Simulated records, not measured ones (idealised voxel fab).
You're looking at the process module voxel transistor to metal.
The cross-section on display is named cut; it measures 295 nm wide, and its cells are 5 nm squares.
In this document a cross-section is written as a grid of square cells. It is given as a series of bands, listed from the top down, and a band is one or more rows of cells. Top height, bottom height, nm. Materials left to right, width each, nm. Single material + "throughout" = fills band edge to edge. "blank" = empty. Counting heights begins at 0, where everything beneath is, in the wafer as received, one material. The lowest band has no bottom; it goes on downwards, as "0 down" shows. With a width like "30->40", each row of cells in the band differs from the next by the same amount, the top row carrying the first number and the bottom row the second. "no alteration" -> step changed no cross-section cell. Sealed void list: empty space of 8 cells or more with no open way to the top, each as width x height at its distance from the left edge, in nm. What comes after the settings on a step's line is commentary from the simulator itself on that step. When a step includes a mask, the "overlay nm" setting on its line states how far to the right of its planned place that mask lay, and negative values state how far to the left.

-- Below is the list of planned process steps
step 1: op RECEIVE | material Si
step 2: op OXIDIZE | depth nm 5
step 3: op CONFORMAL_DEP | material SiN | thk nm 10
step 4: op MASKED_ETCH | tone cover | mask id ACTIVE | width nm 105 | pitch nm 125 | etch materials SiN | depth nm 10 | overlay nm 0
step 5: op MASKED_ETCH | tone cover | mask id ACTIVE | width nm 105 | pitch nm 125 | etch materials SiO2 | depth nm 5 | overlay nm 0
step 6: op MASKED_ETCH | tone cover | mask id ACTIVE | width nm 105 | pitch nm 125 | etch materials Si | depth nm 35 | overlay nm 0
step 7: op OXIDIZE | depth nm 5
step 8: op FILL_DEP | material SiO2 | thk nm 10
step 9: op CMP | height nm 10
step 10: op SELECTIVE_ETCH | etch materials SiO2 | depth nm 5
step 11: op STRIP | etch materials SiN
step 12: op SELECTIVE_ETCH | etch materials SiO2 | depth nm 5
step 13: op OXIDIZE | depth nm 5
step 14: op DIRECTIONAL_DEP | material polySi | thk nm 25
step 15: op DIRECTIONAL_DEP | material SiCN | thk nm 10
step 16: op DIRECTIONAL_DEP | material aC | thk nm 10
step 17: op PATTERN | tone cover | mask id GATE | material resist | width nm 35 | pitch nm 125 | thk nm 25 | overlay nm 0
step 18: op DIRECTIONAL_ETCH | etch materials aC | depth nm 10
step 19: op STRIP | etch materials resist
step 20: op DIRECTIONAL_ETCH | etch materials SiCN | depth nm 20
step 21: op DIRECTIONAL_ETCH | etch materials polySi | depth nm 35
step 22: op STRIP | etch materials aC
step 23: op CONFORMAL_DEP | material SiN | thk nm 10
step 24: op DIRECTIONAL_ETCH | etch materials SiN | depth nm 10
step 25: op DIRECTIONAL_ETCH | etch materials SiO2 | depth nm 5
step 26: op DIRECTIONAL_ETCH | etch materials Si | depth nm 10
step 27: op EPI | material nSi | thk nm 15
step 28: op FILL_DEP | material SiO2 | thk nm 5
step 29: op CMP | height nm 20
step 30: op STRIP | etch materials polySi
step 31: op SELECTIVE_ETCH | etch materials SiO2 | depth nm 5
step 32: op CONFORMAL_DEP | material HfO2 | thk nm 5
step 33: op CONFORMAL_DEP | material TiN | thk nm 5
step 34: op FILL_DEP | material W | thk nm 5
step 35: op CMP | height nm 15
step 36: op DIRECTIONAL_DEP | material SiO2 | thk nm 10
step 37: op DIRECTIONAL_DEP | material aC | thk nm 15
step 38: op PATTERN | tone open | mask id CONTACT | material resist | width nm 15 | thk nm 35 | overlay nm 0
step 39: op DIRECTIONAL_ETCH | etch materials aC | depth nm 15
step 40: op STRIP | etch materials resist
step 41: op DIRECTIONAL_ETCH | etch materials SiO2 | depth nm 30
step 42: op STRIP | etch materials aC
step 43: op CONFORMAL_DEP | material TiN | thk nm 5
step 44: op FILL_DEP | material W | thk nm 10
step 45: op CMP | height nm 20
step 46: op DIRECTIONAL_DEP | material TiN | thk nm 5
step 47: op DIRECTIONAL_DEP | material W | thk nm 20
step 48: op DIRECTIONAL_DEP | material aC | thk nm 10
step 49: op PATTERN | tone cover | mask id METAL_1 | material resist | width nm 15 | thk nm 25 | overlay nm 0
step 50: op DIRECTIONAL_ETCH | etch materials aC | depth nm 10
step 51: op STRIP | etch materials resist
step 52: op DIRECTIONAL_ETCH | etch materials W | depth nm 20
step 53: op DIRECTIONAL_ETCH | etch materials TiN | depth nm 5
step 54: op STRIP | etch materials aC
step 55: op FILL_DEP | material SiO2 | thk nm 5
step 56: op CMP | height nm 50
step 57: op CONFORMAL_DEP | material SiCN | thk nm 5
step 58: op DIRECTIONAL_DEP | material SiO2 | thk nm 30
step 59: op DIRECTIONAL_DEP | material aC | thk nm 10
step 60: op PATTERN | tone open | mask id METAL_2 | material resist | width nm 15 | pitch nm 125 | thk nm 30 | overlay nm 0
step 61: op DIRECTIONAL_ETCH | etch materials aC | depth nm 10
step 62: op STRIP | etch materials resist
step 63: op DIRECTIONAL_ETCH | etch materials SiO2 | depth nm 20
step 64: op STRIP | etch materials aC
step 65: op DIRECTIONAL_DEP | material aC | thk nm 15
step 66: op PATTERN | tone open | mask id METAL_2_HOLES | material resist | width nm 15 | pitch nm 125 | thk nm 30 | overlay nm 0
step 67: op DIRECTIONAL_ETCH | etch materials aC | depth nm 15
step 68: op STRIP | etch materials resist
step 69: op DIRECTIONAL_ETCH | etch materials SiO2 | depth nm 10
step 70: op DIRECTIONAL_ETCH | etch materials SiCN | depth nm 5
step 71: op STRIP | etch materials aC
step 72: op CONFORMAL_DEP | material TiN | thk nm 5
step 73: op FILL_DEP | material Ru | thk nm 10
step 74: op CMP | height nm 85
step 75: op CONFORMAL_DEP | material SiN | thk nm 5
It is noted that the wafers described herein are identical at the outset and are distinguished by the height nm of step 45; the value stated in the plan corresponds to the first wafer.

-- Incoming state of the first of several wafers in cross-section: after step 1
* 0 down: Si throughout
* Sealed void list: none

-- first wafer at the end, after step 75
* 90 to 85: SiN throughout
* 85 to 55: SiO2 (35) | TiN (5) | Ru (5) | TiN (5) | SiO2 (110) | TiN (5) | Ru (5) | TiN (5) | SiO2 (120)
* 55 to 50: SiCN (35) | TiN (15) | SiCN (110) | TiN (15) | SiCN (120)
* 50 to 45: SiO2 throughout
* 45 to 25: SiO2 (35) | W (15) | SiO2 (65) | W (15) | SiO2 (30) | W (15) | SiO2 (65) | W (15) | SiO2 (40)
* 25 to 20: SiO2 (35) | TiN (15) | SiO2 (65) | TiN (15) | SiO2 (30) | TiN (15) | SiO2 (65) | TiN (15) | SiO2 (40)
* 20 to 15: SiO2 (35) | TiN (5) | W (5) | TiN (5) | SiO2 (65) | TiN (5) | W (5) | TiN (5) | SiO2 (30) | TiN (5) | W (5) | TiN (5) | SiO2 (65) | TiN (5) | W (5) | TiN (5) | SiO2 (40)
* 15 to 10: SiO2 (35) | TiN (5) | W (5) | TiN (5) | SiO2 (5) | SiN (10) | HfO2 (5) | TiN (5) | W (15) | TiN (5) | HfO2 (5) | SiN (10) | SiO2 (5) | TiN (5) | W (5) | TiN (5) | SiO2 (30) | TiN (5) | W (5) | TiN (5) | SiO2 (5) | SiN (10) | HfO2 (5) | TiN (5) | W (15) | TiN (5) | HfO2 (5) | SiN (10) | SiO2 (5) | TiN (5) | W (5) | TiN (5) | SiO2 (40)
* 10 to 5: SiO2 (35) | TiN (15) | SiO2 (5) | SiN (10) | HfO2 (5) | TiN (5) | W (15) | TiN (5) | HfO2 (5) | SiN (10) | SiO2 (5) | TiN (15) | SiO2 (30) | TiN (15) | SiO2 (5) | SiN (10) | HfO2 (5) | TiN (5) | W (15) | TiN (5) | HfO2 (5) | SiN (10) | SiO2 (5) | TiN (15) | SiO2 (40)
* 5 to 0: SiO2 (35) | TiN (5) | nSi (15) | SiN (10) | HfO2 (5) | TiN (5) | W (15) | TiN (5) | HfO2 (5) | SiN (10) | nSi (15) | TiN (5) | SiO2 (30) | TiN (5) | nSi (15) | SiN (10) | HfO2 (5) | TiN (5) | W (15) | TiN (5) | HfO2 (5) | SiN (10) | nSi (15) | TiN (5) | SiO2 (40)
* 0 to -5: SiO2 (25) | SiN (10) | TiN (5) | nSi (15) | SiN (10) | HfO2 (5) | TiN (25) | HfO2 (5) | SiN (10) | nSi (15) | TiN (5) | SiN (10) | SiO2 (10) | SiN (10) | TiN (5) | nSi (15) | SiN (10) | HfO2 (5) | TiN (25) | HfO2 (5) | SiN (10) | nSi (15) | TiN (5) | SiN (10) | SiO2 (30)
* -5 to -10: SiO2 (35) | nSi (20) | SiO2 (5) | HfO2 (45) | SiO2 (5) | nSi (20) | SiO2 (30) | nSi (20) | SiO2 (5) | HfO2 (45) | SiO2 (5) | nSi (20) | SiO2 (40)
* -10 to -20: SiO2 (35) | nSi (20) | Si (55) | nSi (20) | SiO2 (30) | nSi (20) | Si (55) | nSi (20) | SiO2 (40)
* -20 to -45: SiO2 (35) | Si (95) | SiO2 (30) | Si (95) | SiO2 (40)
* -45 down: Si throughout
* Sealed void list: none

-- A cross-section through the last wafer at the close of the module
* 90 to 85: SiN throughout
* 85 to 55: SiO2 (35) | TiN (5) | Ru (5) | TiN (5) | SiO2 (110) | TiN (5) | Ru (5) | TiN (5) | SiO2 (120)
* 55 to 50: SiCN (35) | TiN (15) | SiCN (110) | TiN (15) | SiCN (120)
* 50 to 45: SiO2 (35) | W (15) | SiO2 (65) | W (15) | SiO2 (30) | W (15) | SiO2 (65) | W (15) | SiO2 (40)
* 45 to 40: SiO2 (35) | TiN (15) | SiO2 (65) | TiN (15) | SiO2 (30) | TiN (15) | SiO2 (65) | TiN (15) | SiO2 (40)
* 40 to 30: W throughout
* 30 to 25: TiN (40) | W (5) | TiN (75) | W (5) | TiN (40) | W (5) | TiN (75) | W (5) | TiN (45)
* 25 to 15: SiO2 (35) | TiN (5) | W (5) | TiN (5) | SiO2 (65) | TiN (5) | W (5) | TiN (5) | SiO2 (30) | TiN (5) | W (5) | TiN (5) | SiO2 (65) | TiN (5) | W (5) | TiN (5) | SiO2 (40)
* 15 to 10: SiO2 (35) | TiN (5) | W (5) | TiN (5) | SiO2 (5) | SiN (10) | HfO2 (5) | TiN (5) | W (15) | TiN (5) | HfO2 (5) | SiN (10) | SiO2 (5) | TiN (5) | W (5) | TiN (5) | SiO2 (30) | TiN (5) | W (5) | TiN (5) | SiO2 (5) | SiN (10) | HfO2 (5) | TiN (5) | W (15) | TiN (5) | HfO2 (5) | SiN (10) | SiO2 (5) | TiN (5) | W (5) | TiN (5) | SiO2 (40)
* 10 to 5: SiO2 (35) | TiN (15) | SiO2 (5) | SiN (10) | HfO2 (5) | TiN (5) | W (15) | TiN (5) | HfO2 (5) | SiN (10) | SiO2 (5) | TiN (15) | SiO2 (30) | TiN (15) | SiO2 (5) | SiN (10) | HfO2 (5) | TiN (5) | W (15) | TiN (5) | HfO2 (5) | SiN (10) | SiO2 (5) | TiN (15) | SiO2 (40)
* 5 to 0: SiO2 (35) | TiN (5) | nSi (15) | SiN (10) | HfO2 (5) | TiN (5) | W (15) | TiN (5) | HfO2 (5) | SiN (10) | nSi (15) | TiN (5) | SiO2 (30) | TiN (5) | nSi (15) | SiN (10) | HfO2 (5) | TiN (5) | W (15) | TiN (5) | HfO2 (5) | SiN (10) | nSi (15) | TiN (5) | SiO2 (40)
* 0 to -5: SiO2 (25) | SiN (10) | TiN (5) | nSi (15) | SiN (10) | HfO2 (5) | TiN (25) | HfO2 (5) | SiN (10) | nSi (15) | TiN (5) | SiN (10) | SiO2 (10) | SiN (10) | TiN (5) | nSi (15) | SiN (10) | HfO2 (5) | TiN (25) | HfO2 (5) | SiN (10) | nSi (15) | TiN (5) | SiN (10) | SiO2 (30)
* -5 to -10: SiO2 (35) | nSi (20) | SiO2 (5) | HfO2 (45) | SiO2 (5) | nSi (20) | SiO2 (30) | nSi (20) | SiO2 (5) | HfO2 (45) | SiO2 (5) | nSi (20) | SiO2 (40)
* -10 to -20: SiO2 (35) | nSi (20) | Si (55) | nSi (20) | SiO2 (30) | nSi (20) | Si (55) | nSi (20) | SiO2 (40)
* -20 to -45: SiO2 (35) | Si (95) | SiO2 (30) | Si (95) | SiO2 (40)
* -45 down: Si throughout
* Sealed void list: none

-- Table: wafers, a row each; end-of-module cell change per material since receipt, gain (+), loss (-); then closed voids
height nm 20 | +34 HfO2 | +12 Ru | -297 Si | +53 SiCN | +99 SiN | +915 SiO2 | +100 TiN | +74 W | +72 nSi | Sealed void list: none
height nm 25 | +34 HfO2 | +12 Ru | -297 Si | +53 SiCN | +99 SiN | +903 SiO2 | +108 TiN | +78 W | +72 nSi | Sealed void list: none
height nm 30 | +34 HfO2 | +12 Ru | -297 Si | +53 SiCN | +99 SiN | +856 SiO2 | +163 TiN | +70 W | +72 nSi | Sealed void list: none
height nm 35 | +34 HfO2 | +12 Ru | -297 Si | +53 SiCN | +99 SiN | +809 SiO2 | +163 TiN | +117 W | +72 nSi | Sealed void list: none
height nm 40 | +34 HfO2 | +12 Ru | -297 Si | +53 SiCN | +99 SiN | +762 SiO2 | +163 TiN | +164 W | +72 nSi | Sealed void list: none
